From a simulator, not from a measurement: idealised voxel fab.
Documented hereafter: the process module known as voxel transistor to metal.
Cross-section cut spans 290 nm and uses square cells 5 nm in size.
In what follows, cross-sections appear as grids of square cells, described through bands that run from the top down, where every band is one or more rows of cells.
Heights first: top, then bottom, in nm. Then materials, left to right, each with a width in nm. "edge to edge" on a single material: fills the band edge to edge. "blank": empty space.
Beneath 0, the wafer as received is one material, and that level is where height counting begins. The lowest band goes on downward without a bottom; it is written like "from 0 down".
The width entry "30->40" should be interpreted row by row: the top row of cells in the band takes the first number, the bottom row takes the second number, and the change between adjacent rows is uniform throughout.
Key: "remains unaltered" - step with no changed cell in the cross-section.
"Sealed void listing" lists enclosed empty spaces (at least 8 cells, no open path upward to the top), each as width x height at distance from the left edge, in nm.
Anything after a step's settings on that line? It's the simulator's own note about the step.
overlay nm: mask offset rightward from planned place, masked step; negative means leftward offset.
Below you will find pairs of cross-sections. In each, one shows the wafer before one process step and the other after it, with the after view ending at the lowest band that changed. Under each pair is the step separating them, along with its settings. Do not assume the pairs form a chain: they can come from different runs of this module on the same starting wafer, and a pair continues from the pair above it only when its "Pre-step section" entry says so.

Pre-step section
> from 40 to 25 | 35 SiO2 / 15 blank / 65 SiO2 / 15 blank / 30 SiO2 / 15 blank / 65 SiO2 / 15 blank / 35 SiO2
> from 25 to 10 | 35 SiO2 / 15 blank / 10 SiO2 / 5 SiN / 5 HfO2 / 5 TiN / 15 W / 5 TiN / 5 HfO2 / 5 SiN / 10 SiO2 / 15 blank / 30 SiO2 / 15 blank / 10 SiO2 / 5 SiN / 5 HfO2 / 5 TiN / 15 W / 5 TiN / 5 HfO2 / 5 SiN / 10 SiO2 / 15 blank / 35 SiO2
> from 10 to 5 | 25 SiO2 / 5 SiN / 5 SiO2 / 15 blank / 10 SiO2 / 5 SiN / 5 HfO2 / 5 TiN / 15 W / 5 TiN / 5 HfO2 / 5 SiN / 10 SiO2 / 15 blank / 5 SiO2 / 5 SiN / 10 SiO2 / 5 SiN / 5 SiO2 / 15 blank / 10 SiO2 / 5 SiN / 5 HfO2 / 5 TiN / 15 W / 5 TiN / 5 HfO2 / 5 SiN / 10 SiO2 / 15 blank / 5 SiO2 / 5 SiN / 25 SiO2
> from 5 to 0 | 25 SiO2 / 5 SiN / 5 SiO2 / 15 blank / 10 SiO2 / 5 SiN / 5 HfO2 / 25 TiN / 5 HfO2 / 5 SiN / 10 SiO2 / 15 blank / 5 SiO2 / 5 SiN / 10 SiO2 / 5 SiN / 5 SiO2 / 15 blank / 10 SiO2 / 5 SiN / 5 HfO2 / 25 TiN / 5 HfO2 / 5 SiN / 10 SiO2 / 15 blank / 5 SiO2 / 5 SiN / 25 SiO2
> from 0 to -5 | 30 SiO2 / 30 pSi / 45 HfO2 / 30 pSi / 20 SiO2 / 30 pSi / 45 HfO2 / 30 pSi / 30 SiO2
> from -5 to -50 | 30 SiO2 / 105 Si / 20 SiO2 / 105 Si / 30 SiO2
> from -50 down | Si edge to edge
> Sealed void listing: none

Section After Processing
> from 45 to 40 | 40 TiN / 5 blank / 75 TiN / 5 blank / 40 TiN / 5 blank / 75 TiN / 5 blank / 40 TiN
> from 40 to 25 | 35 SiO2 / 5 TiN / 5 blank / 5 TiN / 65 SiO2 / 5 TiN / 5 blank / 5 TiN / 30 SiO2 / 5 TiN / 5 blank / 5 TiN / 65 SiO2 / 5 TiN / 5 blank / 5 TiN / 35 SiO2
> from 25 to 10 | 35 SiO2 / 5 TiN / 5 blank / 5 TiN / 10 SiO2 / 5 SiN / 5 HfO2 / 5 TiN / 15 W / 5 TiN / 5 HfO2 / 5 SiN / 10 SiO2 / 5 TiN / 5 blank / 5 TiN / 30 SiO2 / 5 TiN / 5 blank / 5 TiN / 10 SiO2 / 5 SiN / 5 HfO2 / 5 TiN / 15 W / 5 TiN / 5 HfO2 / 5 SiN / 10 SiO2 / 5 TiN / 5 blank / 5 TiN / 35 SiO2
> from 10 to 5 | 25 SiO2 / 5 SiN / 5 SiO2 / 5 TiN / 5 blank / 5 TiN / 10 SiO2 / 5 SiN / 5 HfO2 / 5 TiN / 15 W / 5 TiN / 5 HfO2 / 5 SiN / 10 SiO2 / 5 TiN / 5 blank / 5 TiN / 5 SiO2 / 5 SiN / 10 SiO2 / 5 SiN / 5 SiO2 / 5 TiN / 5 blank / 5 TiN / 10 SiO2 / 5 SiN / 5 HfO2 / 5 TiN / 15 W / 5 TiN / 5 HfO2 / 5 SiN / 10 SiO2 / 5 TiN / 5 blank / 5 TiN / 5 SiO2 / 5 SiN / 25 SiO2
> from 5 to 0 | 25 SiO2 / 5 SiN / 5 SiO2 / 15 TiN / 10 SiO2 / 5 SiN / 5 HfO2 / 25 TiN / 5 HfO2 / 5 SiN / 10 SiO2 / 15 TiN / 5 SiO2 / 5 SiN / 10 SiO2 / 5 SiN / 5 SiO2 / 15 TiN / 10 SiO2 / 5 SiN / 5 HfO2 / 25 TiN / 5 HfO2 / 5 SiN / 10 SiO2 / 15 TiN / 5 SiO2 / 5 SiN / 25 SiO2
> Under 0: no change, same as before.
> Sealed void listing: none
Between the two cross-sections above, the process step reads CONFORMAL_DEP,material TiN,thk nm 5

Pre-step section: It is represented by the cross-section appearing after the step of the pair directly above.

Section After Processing
> from 50 to 45 | Ru edge to edge
> from 45 to 40 | 40 TiN / 5 Ru / 75 TiN / 5 Ru / 40 TiN / 5 Ru / 75 TiN / 5 Ru / 40 TiN
> from 40 to 25 | 35 SiO2 / 5 TiN / 5 Ru / 5 TiN / 65 SiO2 / 5 TiN / 5 Ru / 5 TiN / 30 SiO2 / 5 TiN / 5 Ru / 5 TiN / 65 SiO2 / 5 TiN / 5 Ru / 5 TiN / 35 SiO2
> from 25 to 10 | 35 SiO2 / 5 TiN / 5 Ru / 5 TiN / 10 SiO2 / 5 SiN / 5 HfO2 / 5 TiN / 15 W / 5 TiN / 5 HfO2 / 5 SiN / 10 SiO2 / 5 TiN / 5 Ru / 5 TiN / 30 SiO2 / 5 TiN / 5 Ru / 5 TiN / 10 SiO2 / 5 SiN / 5 HfO2 / 5 TiN / 15 W / 5 TiN / 5 HfO2 / 5 SiN / 10 SiO2 / 5 TiN / 5 Ru / 5 TiN / 35 SiO2
> from 10 to 5 | 25 SiO2 / 5 SiN / 5 SiO2 / 5 TiN / 5 Ru / 5 TiN / 10 SiO2 / 5 SiN / 5 HfO2 / 5 TiN / 15 W / 5 TiN / 5 HfO2 / 5 SiN / 10 SiO2 / 5 TiN / 5 Ru / 5 TiN / 5 SiO2 / 5 SiN / 10 SiO2 / 5 SiN / 5 SiO2 / 5 TiN / 5 Ru / 5 TiN / 10 SiO2 / 5 SiN / 5 HfO2 / 5 TiN / 15 W / 5 TiN / 5 HfO2 / 5 SiN / 10 SiO2 / 5 TiN / 5 Ru / 5 TiN / 5 SiO2 / 5 SiN / 25 SiO2
> Under 5: no change, same as before.
> Sealed void listing: none
Between the two cross-sections above, the process step reads FILL_DEP,material Ru,thk nm 5

Pre-step section: It is represented by the cross-section appearing after the step of the pair directly above.

Section After Processing
> from 40 to 25 | 35 SiO2 / 5 TiN / 5 Ru / 5 TiN / 65 SiO2 / 5 TiN / 5 Ru / 5 TiN / 30 SiO2 / 5 TiN / 5 Ru / 5 TiN / 65 SiO2 / 5 TiN / 5 Ru / 5 TiN / 35 SiO2
> Under 25: no change, same as before.
> Sealed void listing: none
Between the two cross-sections above, the process step reads CMP,height nm 40

Pre-step section: It is represented by the cross-section appearing after the step of the pair directly above.

Section After Processing
> from 45 to 40 | SiCN edge to edge
> Under 40: no change, same as before.
> Sealed void listing: none
Between the two cross-sections above, the process step reads CONFORMAL_DEP,material SiCN,thk nm 5

Pre-step section: It is represented by the cross-section appearing after the step of the pair directly above.

Section After Processing
> from 70 to 45 | SiO2 edge to edge
> Under 45: no change, same as before.
> Sealed void listing: none
Between the two cross-sections above, the process step reads DIRECTIONAL_DEP,material SiO2,thk nm 25

Pre-step section: It is represented by the cross-section appearing after the step of the pair directly above.

Section After Processing
> from 90 to 70 | 35 resist / 15 blank / 65 resist / 15 blank / 30 resist / 15 blank / 65 resist / 15 blank / 35 resist
> Under 70: no change, same as before.
> Sealed void listing: none
Between the two cross-sections above, the process step reads PATTERN,tone open,mask id METAL_1,material resist,width nm 15,thk nm 20,overlay nm 0

Pre-step section: It is represented by the cross-section appearing after the step of the pair directly above.

Section After Processing
> from 90 to 70 | 35 resist / 15 blank / 65 resist / 15 blank / 30 resist / 15 blank / 65 resist / 15 blank / 35 resist
> from 70 to 45 | 35 SiO2 / 15 blank / 65 SiO2 / 15 blank / 30 SiO2 / 15 blank / 65 SiO2 / 15 blank / 35 SiO2
> Under 45: no change, same as before.
> Sealed void listing: none
Between the two cross-sections above, the process step reads DIRECTIONAL_ETCH,etch materials SiO2,depth nm 25

Pre-step section: It is represented by the cross-section appearing after the step of the pair directly above.

Section After Processing
> from 90 to 70 | 35 resist / 15 blank / 65 resist / 15 blank / 30 resist / 15 blank / 65 resist / 15 blank / 35 resist
> from 70 to 45 | 35 SiO2 / 15 blank / 65 SiO2 / 15 blank / 30 SiO2 / 15 blank / 65 SiO2 / 15 blank / 35 SiO2
> from 45 to 40 | 35 SiCN / 15 blank / 65 SiCN / 15 blank / 30 SiCN / 15 blank / 65 SiCN / 15 blank / 35 SiCN
> Under 40: no change, same as before.
> Sealed void listing: none
Between the two cross-sections above, the process step reads DIRECTIONAL_ETCH,etch materials SiCN,depth nm 5

Pre-step section: It is represented by the cross-section appearing after the step of the pair directly above.

Section After Processing
> from 70 to 45 | 35 SiO2 / 15 blank / 65 SiO2 / 15 blank / 30 SiO2 / 15 blank / 65 SiO2 / 15 blank / 35 SiO2
> Under 45: no change, same as before.
> Sealed void listing: none
Between the two cross-sections above, the process step reads STRIP,etch materials resist

Pre-step section: It is represented by the cross-section appearing after the step of the pair directly above.

Section After Processing
> from 75 to 70 | 40 TiN / 5 blank / 75 TiN / 5 blank / 40 TiN / 5 blank / 75 TiN / 5 blank / 40 TiN
> from 70 to 45 | 35 SiO2 / 5 TiN / 5 blank / 5 TiN / 65 SiO2 / 5 TiN / 5 blank / 5 TiN / 30 SiO2 / 5 TiN / 5 blank / 5 TiN / 65 SiO2 / 5 TiN / 5 blank / 5 TiN / 35 SiO2
> from 45 to 40 | 35 SiCN / 15 TiN / 65 SiCN / 15 TiN / 30 SiCN / 15 TiN / 65 SiCN / 15 TiN / 35 SiCN
> Under 40: no change, same as before.
> Sealed void listing: none
Between the two cross-sections above, the process step reads CONFORMAL_DEP,material TiN,thk nm 5

Pre-step section: It is represented by the cross-section appearing after the step of the pair directly above.

Section After Processing
> from 85 to 75 | Ru edge to edge
> from 75 to 70 | 40 TiN / 5 Ru / 75 TiN / 5 Ru / 40 TiN / 5 Ru / 75 TiN / 5 Ru / 40 TiN
> from 70 to 45 | 35 SiO2 / 5 TiN / 5 Ru / 5 TiN / 65 SiO2 / 5 TiN / 5 Ru / 5 TiN / 30 SiO2 / 5 TiN / 5 Ru / 5 TiN / 65 SiO2 / 5 TiN / 5 Ru / 5 TiN / 35 SiO2
> Under 45: no change, same as before.
> Sealed void listing: none
Between the two cross-sections above, the process step reads FILL_DEP,material Ru,thk nm 10

Pre-step section: It is represented by the cross-section appearing after the step of the pair directly above.

Section After Processing
> from 70 to 45 | 35 SiO2 / 5 TiN / 5 Ru / 5 TiN / 65 SiO2 / 5 TiN / 5 Ru / 5 TiN / 30 SiO2 / 5 TiN / 5 Ru / 5 TiN / 65 SiO2 / 5 TiN / 5 Ru / 5 TiN / 35 SiO2
> Under 45: no change, same as before.
> Sealed void listing: none
Between the two cross-sections above, the process step reads CMP,height nm 70

Pre-step section: It is represented by the cross-section appearing after the step of the pair directly above.

Section After Processing
> from 75 to 70 | SiCN edge to edge
> Under 70: no change, same as before.
> Sealed void listing: none
Between the two cross-sections above, the process step reads CONFORMAL_DEP,material SiCN,thk nm 5

Pre-step section
> from 40 to 25 | 35 SiO2 / 5 TiN / 5 Ru / 5 TiN / 65 SiO2 / 5 TiN / 5 Ru / 5 TiN / 30 SiO2 / 5 TiN / 5 Ru / 5 TiN / 65 SiO2 / 5 TiN / 5 Ru / 5 TiN / 35 SiO2
> from 25 to 10 | 35 SiO2 / 5 TiN / 5 Ru / 5 TiN / 10 SiO2 / 5 SiN / 5 HfO2 / 5 TiN / 15 W / 5 TiN / 5 HfO2 / 5 SiN / 10 SiO2 / 5 TiN / 5 Ru / 5 TiN / 30 SiO2 / 5 TiN / 5 Ru / 5 TiN / 10 SiO2 / 5 SiN / 5 HfO2 / 5 TiN / 15 W / 5 TiN / 5 HfO2 / 5 SiN / 10 SiO2 / 5 TiN / 5 Ru / 5 TiN / 35 SiO2
> from 10 to 5 | 25 SiO2 / 5 SiN / 5 SiO2 / 5 TiN / 5 Ru / 5 TiN / 10 SiO2 / 5 SiN / 5 HfO2 / 5 TiN / 15 W / 5 TiN / 5 HfO2 / 5 SiN / 10 SiO2 / 5 TiN / 5 Ru / 5 TiN / 5 SiO2 / 5 SiN / 10 SiO2 / 5 SiN / 5 SiO2 / 5 TiN / 5 Ru / 5 TiN / 10 SiO2 / 5 SiN / 5 HfO2 / 5 TiN / 15 W / 5 TiN / 5 HfO2 / 5 SiN / 10 SiO2 / 5 TiN / 5 Ru / 5 TiN / 5 SiO2 / 5 SiN / 25 SiO2
> from 5 to 0 | 25 SiO2 / 5 SiN / 5 SiO2 / 15 TiN / 10 SiO2 / 5 SiN / 5 HfO2 / 25 TiN / 5 HfO2 / 5 SiN / 10 SiO2 / 15 TiN / 5 SiO2 / 5 SiN / 10 SiO2 / 5 SiN / 5 SiO2 / 15 TiN / 10 SiO2 / 5 SiN / 5 HfO2 / 25 TiN / 5 HfO2 / 5 SiN / 10 SiO2 / 15 TiN / 5 SiO2 / 5 SiN / 25 SiO2
> from 0 to -5 | 30 SiO2 / 30 pSi / 45 HfO2 / 30 pSi / 20 SiO2 / 30 pSi / 45 HfO2 / 30 pSi / 30 SiO2
> from -5 to -25 | 30 SiO2 / 105 Si / 20 SiO2 / 105 Si / 30 SiO2
> from -25 down | Si edge to edge
> Sealed void listing: none

Section After Processing
> from 65 to 40 | SiO2 edge to edge
> Under 40: no change, same as before.
> Sealed void listing: none
Between the two cross-sections above, the process step reads DIRECTIONAL_DEP,material SiO2,thk nm 25

Pre-step section: It is represented by the cross-section appearing after the step of the pair directly above.

Section After Processing
> from 70 to 65 | SiCN edge to edge
> Under 65: no change, same as before.
> Sealed void listing: none
Between the two cross-sections above, the process step reads CONFORMAL_DEP,material SiCN,thk nm 5

Pre-step section: It is represented by the cross-section appearing after the step of the pair directly above.

Section After Processing
> from 90 to 70 | 35 resist / 15 blank / 65 resist / 15 blank / 30 resist / 15 blank / 65 resist / 15 blank / 35 resist
> Under 70: no change, same as before.
> Sealed void listing: none
Between the two cross-sections above, the process step reads PATTERN,tone open,mask id METAL_1,material resist,width nm 15,thk nm 20,overlay nm 0

Pre-step section: It is represented by the cross-section appearing after the step of the pair directly above.

Section After Processing
> from 90 to 70 | 35 resist / 15 blank / 65 resist / 15 blank / 30 resist / 15 blank / 65 resist / 15 blank / 35 resist
> from 70 to 65 | 35 SiCN / 15 blank / 65 SiCN / 15 blank / 30 SiCN / 15 blank / 65 SiCN / 15 blank / 35 SiCN
> Under 65: no change, same as before.
> Sealed void listing: none
Between the two cross-sections above, the process step reads DIRECTIONAL_ETCH,etch materials SiCN,depth nm 5

Pre-step section: It is represented by the cross-section appearing after the step of the pair directly above.

Section After Processing
> from 70 to 65 | 35 SiCN / 15 blank / 65 SiCN / 15 blank / 30 SiCN / 15 blank / 65 SiCN / 15 blank / 35 SiCN
> Under 65: no change, same as before.
> Sealed void listing: none
Between the two cross-sections above, the process step reads STRIP,etch materials resist

Pre-step section: It is represented by the cross-section appearing after the step of the pair directly above.

Section After Processing
> from 75 to 70 | 40 TiN / 5 blank / 75 TiN / 5 blank / 40 TiN / 5 blank / 75 TiN / 5 blank / 40 TiN
> from 70 to 65 | 35 SiCN / 15 TiN / 65 SiCN / 15 TiN / 30 SiCN / 15 TiN / 65 SiCN / 15 TiN / 35 SiCN
> Under 65: no change, same as before.
> Sealed void listing: none
Between the two cross-sections above, the process step reads CONFORMAL_DEP,material TiN,thk nm 5

Pre-step section: It is represented by the cross-section appearing after the step of the pair directly above.

Section After Processing
> from 85 to 75 | Ru edge to edge
> from 75 to 70 | 40 TiN / 5 Ru / 75 TiN / 5 Ru / 40 TiN / 5 Ru / 75 TiN / 5 Ru / 40 TiN
> Under 70: no change, same as before.
> Sealed void listing: none
Between the two cross-sections above, the process step reads FILL_DEP,material Ru,thk nm 10

Pre-step section: It is represented by the cross-section appearing after the step of the pair directly above.

Section After Processing
> from 70 to 65 | 35 SiCN / 15 TiN / 65 SiCN / 15 TiN / 30 SiCN / 15 TiN / 65 SiCN / 15 TiN / 35 SiCN
> Under 65: no change, same as before.
> Sealed void listing: none
Between the two cross-sections above, the process step reads CMP,height nm 70

Pre-step section: It is represented by the cross-section appearing after the step of the pair directly above.

Section After Processing
> from 75 to 70 | SiCN edge to edge
> Under 70: no change, same as before.
> Sealed void listing: none
Between the two cross-sections above, the process step reads CONFORMAL_DEP,material SiCN,thk nm 5

Pre-step section
> from 85 to 75 | Ru edge to edge
> from 75 to 70 | 40 TiN / 5 Ru / 75 TiN / 5 Ru / 40 TiN / 5 Ru / 75 TiN / 5 Ru / 40 TiN
> from 70 to 45 | 35 SiO2 / 5 TiN / 5 Ru / 5 TiN / 65 SiO2 / 5 TiN / 5 Ru / 5 TiN / 30 SiO2 / 5 TiN / 5 Ru / 5 TiN / 65 SiO2 / 5 TiN / 5 Ru / 5 TiN / 35 SiO2
> from 45 to 40 | 35 SiCN / 15 TiN / 65 SiCN / 15 TiN / 30 SiCN / 15 TiN / 65 SiCN / 15 TiN / 35 SiCN
> from 40 to 25 | 35 SiO2 / 5 TiN / 5 Ru / 5 TiN / 65 SiO2 / 5 TiN / 5 Ru / 5 TiN / 30 SiO2 / 5 TiN / 5 Ru / 5 TiN / 65 SiO2 / 5 TiN / 5 Ru / 5 TiN / 35 SiO2
> from 25 to 10 | 35 SiO2 / 5 TiN / 5 Ru / 5 TiN / 10 SiO2 / 5 SiN / 5 HfO2 / 5 TiN / 15 W / 5 TiN / 5 HfO2 / 5 SiN / 10 SiO2 / 5 TiN / 5 Ru / 5 TiN / 30 SiO2 / 5 TiN / 5 Ru / 5 TiN / 10 SiO2 / 5 SiN / 5 HfO2 / 5 TiN / 15 W / 5 TiN / 5 HfO2 / 5 SiN / 10 SiO2 / 5 TiN / 5 Ru / 5 TiN / 35 SiO2
> from 10 to 5 | 25 SiO2 / 5 SiN / 5 SiO2 / 5 TiN / 5 Ru / 5 TiN / 10 SiO2 / 5 SiN / 5 HfO2 / 5 TiN / 15 W / 5 TiN / 5 HfO2 / 5 SiN / 10 SiO2 / 5 TiN / 5 Ru / 5 TiN / 5 SiO2 / 5 SiN / 10 SiO2 / 5 SiN / 5 SiO2 / 5 TiN / 5 Ru / 5 TiN / 10 SiO2 / 5 SiN / 5 HfO2 / 5 TiN / 15 W / 5 TiN / 5 HfO2 / 5 SiN / 10 SiO2 / 5 TiN / 5 Ru / 5 TiN / 5 SiO2 / 5 SiN / 25 SiO2
> from 5 to 0 | 25 SiO2 / 5 SiN / 5 SiO2 / 15 TiN / 10 SiO2 / 5 SiN / 5 HfO2 / 25 TiN / 5 HfO2 / 5 SiN / 10 SiO2 / 15 TiN / 5 SiO2 / 5 SiN / 10 SiO2 / 5 SiN / 5 SiO2 / 15 TiN / 10 SiO2 / 5 SiN / 5 HfO2 / 25 TiN / 5 HfO2 / 5 SiN / 10 SiO2 / 15 TiN / 5 SiO2 / 5 SiN / 25 SiO2
> from 0 to -5 | 30 SiO2 / 30 pSi / 45 HfO2 / 30 pSi / 20 SiO2 / 30 pSi / 45 HfO2 / 30 pSi / 30 SiO2
> from -5 to -25 | 30 SiO2 / 105 Si / 20 SiO2 / 105 Si / 30 SiO2
> from -25 down | Si edge to edge
> Sealed void listing: none

Section After Processing
> from 80 to 75 | Ru edge to edge
> Under 75: no change, same as before.
> Sealed void listing: none
Between the two cross-sections above, the process step reads CMP,height nm 80

Pre-step section: It is represented by the cross-section appearing after the step of the pair directly above.

Section After Processing
> from 85 to 80 | SiCN edge to edge
> Under 80: no change, same as before.
> Sealed void listing: none
Between the two cross-sections above, the process step reads CONFORMAL_DEP,material SiCN,thk nm 5

Pre-step section
> from 20 to 5 | SiN edge to edge
> from 5 to 0 | SiO2 edge to edge
> from 0 down | Si edge to edge
> Sealed void listing: none

Section After Processing
> from 35 to 20 | 35 blank / 95 resist / 30 blank / 95 resist / 35 blank
> Under 20: no change, same as before.
> Sealed void listing: none
Between the two cross-sections above, the process step reads PATTERN,tone cover,mask id ACTIVE,material resist,width nm 95,pitch nm 125,thk nm 15,overlay nm 0

Pre-step section: It is represented by the cross-section appearing after the step of the pair directly above.

Section After Processing
> from 35 to 20 | 35 blank / 95 resist / 30 blank / 95 resist / 35 blank
> from 20 to 5 | 35 blank / 95 SiN / 30 blank / 95 SiN / 35 blank
> Under 5: no change, same as before.
> Sealed void listing: none
Between the two cross-sections above, the process step reads DIRECTIONAL_ETCH,etch materials SiN,depth nm 15

Pre-step section: It is represented by the cross-section appearing after the step of the pair directly above.

Section After Processing
> from 35 to 20 | 35 blank / 95 resist / 30 blank / 95 resist / 35 blank
> from 20 to 5 | 35 blank / 95 SiN / 30 blank / 95 SiN / 35 blank
> from 5 to 0 | 35 blank / 95 SiO2 / 30 blank / 95 SiO2 / 35 blank
> Under 0: no change, same as before.
> Sealed void listing: none
Between the two cross-sections above, the process step reads DIRECTIONAL_ETCH,etch materials SiO2,depth nm 5

Pre-step section: It is represented by the cross-section appearing after the step of the pair directly above.

Section After Processing
> from 35 to 20 | 35 blank / 95 resist / 30 blank / 95 resist / 35 blank
> from 20 to 5 | 35 blank / 95 SiN / 30 blank / 95 SiN / 35 blank
> from 5 to 0 | 35 blank / 95 SiO2 / 30 blank / 95 SiO2 / 35 blank
> from 0 to -25 | 35 blank / 95 Si / 30 blank / 95 Si / 35 blank
> Under -25: no change, same as before.
> Sealed void listing: none
Between the two cross-sections above, the process step reads DIRECTIONAL_ETCH,etch materials Si,depth nm 25

Pre-step section: It is represented by the cross-section appearing after the step of the pair directly above.

Section After Processing
> from 20 to 5 | 35 blank / 95 SiN / 30 blank / 95 SiN / 35 blank
> Under 5: no change, same as before.
> Sealed void listing: none
Between the two cross-sections above, the process step reads STRIP,etch materials resist

Pre-step section: It is represented by the cross-section appearing after the step of the pair directly above.

Section After Processing
> from 35 to 20 | SiO2 edge to edge
> from 20 to 5 | 35 SiO2 / 95 SiN / 30 SiO2 / 95 SiN / 35 SiO2
> from 5 to 0 | SiO2 edge to edge
> from 0 to -25 | 35 SiO2 / 95 Si / 30 SiO2 / 95 Si / 35 SiO2
> Under -25: no change, same as before.
> Sealed void listing: none
Between the two cross-sections above, the process step reads FILL_DEP,material SiO2,thk nm 15

Pre-step section: It is represented by the cross-section appearing after the step of the pair directly above.

Section After Processing
> from 20 to 5 | 35 SiO2 / 95 SiN / 30 SiO2 / 95 SiN / 35 SiO2
> Under 5: no change, same as before.
> Sealed void listing: none
Between the two cross-sections above, the process step reads CMP,height nm 20

Pre-step section: It is represented by the cross-section appearing after the step of the pair directly above.

Section After Processing
> from 20 to 15 | 35 blank / 95 SiN / 30 blank / 95 SiN / 35 blank
> Under 15: no change, same as before.
> Sealed void listing: none
Between the two cross-sections above, the process step reads SELECTIVE_ETCH,etch materials SiO2,depth nm 5

Pre-step section: It is represented by the cross-section appearing after the step of the pair directly above.

Section After Processing
> from 15 to 5 | 35 SiO2 / 95 blank / 30 SiO2 / 95 blank / 35 SiO2
> Under 5: no change, same as before.
> Sealed void listing: none
Between the two cross-sections above, the process step reads STRIP,etch materials SiN

Pre-step section: It is represented by the cross-section appearing after the step of the pair directly above.

Section After Processing
> from 10 to 0 | 30 SiO2 / 105 blank / 20 SiO2 / 105 blank / 30 SiO2
> Under 0: no change, same as before.
> Sealed void listing: none
Between the two cross-sections above, the process step reads SELECTIVE_ETCH,etch materials SiO2,depth nm 5

Pre-step section: It is represented by the cross-section appearing after the step of the pair directly above.

Section After Processing
> from 10 to 0 | 30 SiO2 / 105 blank / 20 SiO2 / 105 blank / 30 SiO2
> from 0 to -5 | SiO2 edge to edge
> Under -5: no change, same as before.
> Sealed void listing: none
Between the two cross-sections above, the process step reads OXIDIZE,depth nm 5

Pre-step section: It is represented by the cross-section appearing after the step of the pair directly above.

Section After Processing
> from 40 to 30 | 30 polySi / 105 blank / 20 polySi / 105 blank / 30 polySi
> from 30 to 10 | polySi edge to edge
> from 10 to 0 | 30 SiO2 / 105 polySi / 20 SiO2 / 105 polySi / 30 SiO2
> Under 0: no change, same as before.
> Sealed void listing: none
Between the two cross-sections above, the process step reads DIRECTIONAL_DEP,material polySi,thk nm 30

Pre-step section: It is represented by the cross-section appearing after the step of the pair directly above.

Section After Processing
> from 55 to 45 | 30 SiCN / 105 blank / 20 SiCN / 105 blank / 30 SiCN
> from 45 to 40 | SiCN edge to edge
> from 40 to 30 | 30 polySi / 105 SiCN / 20 polySi / 105 SiCN / 30 polySi
> Under 30: no change, same as before.
> Sealed void listing: none
Between the two cross-sections above, the process step reads DIRECTIONAL_DEP,material SiCN,thk nm 15

Pre-step section: It is represented by the cross-section appearing after the step of the pair directly above.

Section After Processing
> from 70 to 55 | 65 blank / 35 resist / 90 blank / 35 resist / 65 blank
> from 55 to 45 | 30 SiCN / 35 blank / 35 resist / 35 blank / 20 SiCN / 35 blank / 35 resist / 35 blank / 30 SiCN
> Under 45: no change, same as before.
> Sealed void listing: none
Between the two cross-sections above, the process step reads PATTERN,tone cover,mask id GATE,material resist,width nm 35,pitch nm 125,thk nm 15,overlay nm 0

Pre-step section: It is represented by the cross-section appearing after the step of the pair directly above.

Section After Processing
> from 70 to 45 | 65 blank / 35 resist / 90 blank / 35 resist / 65 blank
> from 45 to 40 | 65 blank / 35 SiCN / 90 blank / 35 SiCN / 65 blank
> from 40 to 30 | 30 polySi / 35 blank / 35 SiCN / 35 blank / 20 polySi / 35 blank / 35 SiCN / 35 blank / 30 polySi
> Under 30: no change, same as before.
> Sealed void listing: none
Between the two cross-sections above, the process step reads DIRECTIONAL_ETCH,etch materials SiCN,depth nm 25

Pre-step section: It is represented by the cross-section appearing after the step of the pair directly above.

Section After Processing
> from 70 to 45 | 65 blank / 35 resist / 90 blank / 35 resist / 65 blank
> from 45 to 30 | 65 blank / 35 SiCN / 90 blank / 35 SiCN / 65 blank
> from 30 to 10 | 65 blank / 35 polySi / 90 blank / 35 polySi / 65 blank
> from 10 to 0 | 30 SiO2 / 35 blank / 35 polySi / 35 blank / 20 SiO2 / 35 blank / 35 polySi / 35 blank / 30 SiO2
> Under 0: no change, same as before.
> Sealed void listing: none
Between the two cross-sections above, the process step reads DIRECTIONAL_ETCH,etch materials polySi,depth nm 40

Pre-step section: It is represented by the cross-section appearing after the step of the pair directly above.

Section After Processing
> from 45 to 30 | 65 blank / 35 SiCN / 90 blank / 35 SiCN / 65 blank
> Under 30: no change, same as before.
> Sealed void listing: none
Between the two cross-sections above, the process step reads STRIP,etch materials resist

Pre-step section: It is represented by the cross-section appearing after the step of the pair directly above.

Section After Processing
> from 50 to 45 | 60 blank / 45 SiN / 80 blank / 45 SiN / 60 blank
> from 45 to 30 | 60 blank / 5 SiN / 35 SiCN / 5 SiN / 80 blank / 5 SiN / 35 SiCN / 5 SiN / 60 blank
> from 30 to 15 | 60 blank / 5 SiN / 35 polySi / 5 SiN / 80 blank / 5 SiN / 35 polySi / 5 SiN / 60 blank
> from 15 to 10 | 35 SiN / 25 blank / 5 SiN / 35 polySi / 5 SiN / 25 blank / 30 SiN / 25 blank / 5 SiN / 35 polySi / 5 SiN / 25 blank / 35 SiN
> from 10 to 5 | 30 SiO2 / 5 SiN / 25 blank / 5 SiN / 35 polySi / 5 SiN / 25 blank / 5 SiN / 20 SiO2 / 5 SiN / 25 blank / 5 SiN / 35 polySi / 5 SiN / 25 blank / 5 SiN / 30 SiO2
> from 5 to 0 | 30 SiO2 / 35 SiN / 35 polySi / 35 SiN / 20 SiO2 / 35 SiN / 35 polySi / 35 SiN / 30 SiO2
> Under 0: no change, same as before.
> Sealed void listing: none
Between the two cross-sections above, the process step reads CONFORMAL_DEP,material SiN,thk nm 5

Pre-step section: It is represented by the cross-section appearing after the step of the pair directly above.

Section After Processing
> from 45 to 30 | 60 blank / 5 SiN / 35 SiCN / 5 SiN / 80 blank / 5 SiN / 35 SiCN / 5 SiN / 60 blank
> from 30 to 10 | 60 blank / 5 SiN / 35 polySi / 5 SiN / 80 blank / 5 SiN / 35 polySi / 5 SiN / 60 blank
> from 10 to 0 | 30 SiO2 / 5 SiN / 25 blank / 5 SiN / 35 polySi / 5 SiN / 25 blank / 5 SiN / 20 SiO2 / 5 SiN / 25 blank / 5 SiN / 35 polySi / 5 SiN / 25 blank / 5 SiN / 30 SiO2
> Under 0: no change, same as before.
> Sealed void listing: none
Between the two cross-sections above, the process step reads DIRECTIONAL_ETCH,etch materials SiN,depth nm 5
